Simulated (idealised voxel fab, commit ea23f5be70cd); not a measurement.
Title: Process Module voxel tone inversion
Section shown: cut. Width: 235 nm. Cell size: 5 nm, square.
Square cells in a grid make up a cross-section in this document, and the grid is given as bands, listed from the top down, each one or more rows of cells. Band: top and bottom heights (nm) first, top before bottom; then materials from left to right, widths in nm. "everywhere" marks a sole material filling the band edge to edge. "empty" denotes empty space. Height 0 is the level under which the wafer as received is all one material. The lowest band goes on downwards, as in "z 0 and below". Graded width ("30->40"): value in top row of band = first number; value in bottom row = second number; row-to-row change constant. You'll sometimes find "nothing changed" written for a step, and that's the way of saying that nowhere in the cross-section did a cell change during that step. "Listed closed voids" - sealed voids, min. 8 cells, no opening to top; format: width x height at distance (distance from left edge; nm throughout). On a step's line, text after the settings is the simulator commenting on that step. "overlay nm" on a masked step: distance the mask lay right of its planned place, negative for left.

### Here's what the planned process steps look like
step 1: RECEIVE: material Si
step 2: CONFORMAL_DEP: material SiCN, thk nm 5
step 3: DIRECTIONAL_DEP: material aC, thk nm 25
step 4: PATTERN: tone cover, mask id POSTS, material resist, width nm 20, pitch nm 45, thk nm 35, overlay nm 0
step 5: DIRECTIONAL_ETCH: etch materials aC, depth nm 25
step 6: STRIP: etch materials resist
step 7: FILL_DEP: material lowk, thk nm 10
step 8: CMP: height nm 30
step 9: STRIP: etch materials aC
step 10: CONFORMAL_DEP: material TiN, thk nm 5
step 11: FILL_DEP: material Ru, thk nm 10
step 12: CMP: height nm 30
step 13: CONFORMAL_DEP: material SiCN, thk nm 5

### Step 1 complete: cross-section of the wafer as received
z 0 and below: Si everywhere
Listed closed voids: none

### first wafer at the end, as planned
z 35 to 30: SiCN everywhere
z 30 to 10: lowk: 60  TiN: 5  Ru: 10  TiN: 5  lowk: 25  TiN: 5  Ru: 10  TiN: 5  lowk: 25  TiN: 5  Ru: 10  TiN: 5  lowk: 65
z 10 to 5: lowk: 60  TiN: 20  lowk: 25  TiN: 20  lowk: 25  TiN: 20  lowk: 65
z 5 to 0: SiCN everywhere
z 0 and below: Si everywhere
Listed closed voids: none

### Now the second wafer, cross-sectioned at the end of the module. Nothing different at the start, nothing different in the plan compared with the first, just one mistake when it was actually run
z 35 to 30: SiCN everywhere
z 30 to 25: lowk everywhere
z 25 to 0: lowk: 60  aC: 20  lowk: 25  aC: 20  lowk: 25  aC: 20  lowk: 65
z 0 and below: Si everywhere
Listed closed voids: none
In executing the process, a mistake was made relative to the plan: the run left out plan step 2 entirely, so it was never executed
Final cells, second wafer relative to first, materials higher or lower: -24 Ru | -47 SiCN | -36 TiN | +60 aC | +47 lowk
